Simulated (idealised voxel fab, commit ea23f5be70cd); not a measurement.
process module | voxel ribs on slabs
cross-section cut | 220 nm wide | cells 5 nm
A cross-section is a grid of square cells, given in bands from the top down. A band is one or more rows of cells.
Each band's line starts with the height of the band's top and of its bottom, in nm. Then come its materials from left to right, each with its width in nm. One material with "throughout" fills the band from edge to edge. "air" is empty space.
Height 0 is the level under which the wafer as received is all one material. The lowest band goes on downwards, as in "0 down".
A width such as "30 to 40" changes by the same amount from each row of cells to the next, from the band's top row to its bottom row.
"no change" after a step means that no cell of the cross-section changed.
closed voids: empty space of 8 cells or more with no open way to the top, each as width x height at its distance from the left edge, in nm
after a step's settings: what the simulator itself notes on the step
overlay nm, on a step with a mask: how far to the right of its planned place the mask lay; to the left if negative
plan
1 op RECEIVE | material Si
2 op DIRECTIONAL_DEP | material SiO2 | thk nm 20
3 op DIRECTIONAL_DEP | material polySi | thk nm 25
4 op MASKED_ETCH | tone cover | mask id RIB | width nm 20 | etch materials polySi | depth nm 15 | overlay nm 0
5 op PATTERN | tone cover | mask id SLAB | material resist | width nm 50 | thk nm 20 | overlay nm 0
6 op DIRECTIONAL_ETCH | etch materials polySi | depth nm 10
7 op STRIP | etch materials resist
8 op FILL_DEP | material SiO2 | thk nm 20
9 op CMP | height nm 60
10 op DIRECTIONAL_DEP | material W | thk nm 5
11 op PATTERN | tone cover | mask id HEATER | material resist | width nm 30 | thk nm 20 | overlay nm 0
12 op DIRECTIONAL_ETCH | etch materials W | depth nm 5
13 op STRIP | etch materials resist
14 op CONFORMAL_DEP | material SiN | thk nm 5
as received, after step 1
  0 down: Si throughout
  closed voids: none
a wafer at the end: this start, this plan, one mistake
  70 to 65: air 95 | SiN 35 | air 90
  65 to 60: SiN 100 | W 25 | SiN 95
  60 to 45: SiO2 throughout
  45 to 30: SiO2 100 | polySi 20 | SiO2 100
  30 to 20: SiO2 85 | polySi 50 | SiO2 85
  20 to 0: SiO2 throughout
  0 down: Si throughout
  closed voids: none
what went wrong: step 11 ran as: op PATTERN | tone cover | mask id HEATER | material resist | width nm 25 | thk nm 20 | overlay nm 0
